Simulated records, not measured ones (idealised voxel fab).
process module | voxel self aligned contacts
cross-section cut | 145 nm wide | cells 5 nm
A cross-section is a grid of square cells, given in bands from the top down. A band is one or more rows of cells.
Each band's line starts with the height of the band's top and of its bottom, in nm. Then come its materials from left to right, each with its width in nm. One material with "throughout" fills the band from edge to edge. "air" is empty space.
Height 0 is the level under which the wafer as received is all one material. The lowest band goes on downwards, as in "0 down".
A width such as "30 to 40" changes by the same amount from each row of cells to the next, from the band's top row to its bottom row.
"no change" after a step means that no cell of the cross-section changed.
closed voids: empty space of 8 cells or more with no open way to the top, each as width x height at its distance from the left edge, in nm
after a step's settings: what the simulator itself notes on the step
overlay nm, on a step with a mask: how far to the right of its planned place the mask lay; to the left if negative
plan
1 op RECEIVE | material Si
2 op OXIDIZE | depth nm 5
3 op DIRECTIONAL_DEP | material polySi | thk nm 20
4 op DIRECTIONAL_DEP | material SiN | thk nm 15
5 op DIRECTIONAL_DEP | material aC | thk nm 10
6 op PATTERN | tone cover | mask id GATE | material resist | width nm 35 | pitch nm 60 | thk nm 30 | overlay nm 0
7 op DIRECTIONAL_ETCH | etch materials aC | depth nm 10
8 op STRIP | etch materials resist
9 op DIRECTIONAL_ETCH | etch materials SiN | depth nm 15
10 op DIRECTIONAL_ETCH | etch materials polySi | depth nm 20
11 op STRIP | etch materials aC
12 op CONFORMAL_DEP | material SiN | thk nm 5
13 op DIRECTIONAL_ETCH | etch materials SiN | depth nm 5
14 op FILL_DEP | material SiO2 | thk nm 15
15 op CMP | height nm 40
16 op MASKED_ETCH | tone open | mask id CONTACT | width nm 35 | etch materials SiO2 | depth nm 35 | overlay nm 0
17 op CONFORMAL_DEP | material TiN | thk nm 5
18 op FILL_DEP | material Ru | thk nm 5
19 op CMP | height nm 40
20 op CONFORMAL_DEP | material SiN | thk nm 5
varied across the wafers: depth nm of step 16. The plan shows the first wafer's value. All wafers start alike
first wafer as received, after step 1
  0 down: Si throughout
  closed voids: none
first wafer at the end, after step 20
  45 to 40: SiN throughout
  40 to 35: SiO2 55 | TiN 15 | Ru 5 | TiN 15 | SiO2 55
  35 to 20: SiO2 20 | SiN 45 | TiN 5 | Ru 5 | TiN 5 | SiN 45 | SiO2 20
  20 to 10: SiO2 20 | SiN 5 | polySi 35 | SiN 5 | TiN 5 | Ru 5 | TiN 5 | SiN 5 | polySi 35 | SiN 5 | SiO2 20
  10 to 5: SiO2 20 | SiN 5 | polySi 35 | SiN 5 | TiN 15 | SiN 5 | polySi 35 | SiN 5 | SiO2 20
  5 to 0: SiO2 20 | SiN 5 | polySi 35 | SiN 5 | SiO2 15 | SiN 5 | polySi 35 | SiN 5 | SiO2 20
  0 to -5: SiO2 throughout
  -5 down: Si throughout
  closed voids: none
last wafer at the end
  45 to 40: SiN throughout
  40 to 35: SiO2 55 | TiN 15 | Ru 5 | TiN 15 | SiO2 55
  35 to 20: SiO2 20 | SiN 45 | TiN 5 | Ru 5 | TiN 5 | SiN 45 | SiO2 20
  20 to 0: SiO2 20 | SiN 5 | polySi 35 | SiN 5 | TiN 5 | Ru 5 | TiN 5 | SiN 5 | polySi 35 | SiN 5 | SiO2 20
  0 to -5: SiO2 65 | TiN 15 | SiO2 65
  -5 down: Si throughout
  closed voids: none
each wafer at the end: cells of each material gained (+) or lost (-) since it was received, then its closed voids
depth nm 35 | +6 Ru | -29 Si | +99 SiN | +110 SiO2 | +19 TiN | +56 polySi | closed voids: none
depth nm 40 | +7 Ru | -29 Si | +99 SiN | +107 SiO2 | +21 TiN | +56 polySi | closed voids: none
depth nm 45 | +8 Ru | -29 Si | +99 SiN | +104 SiO2 | +23 TiN | +56 polySi | closed voids: none
depth nm 50 | +8 Ru | -29 Si | +99 SiN | +104 SiO2 | +23 TiN | +56 polySi | closed voids: none
depth nm 55 | +8 Ru | -29 Si | +99 SiN | +104 SiO2 | +23 TiN | +56 polySi | closed voids: none
depth nm 60 | +8 Ru | -29 Si | +99 SiN | +104 SiO2 | +23 TiN | +56 polySi | closed voids: none
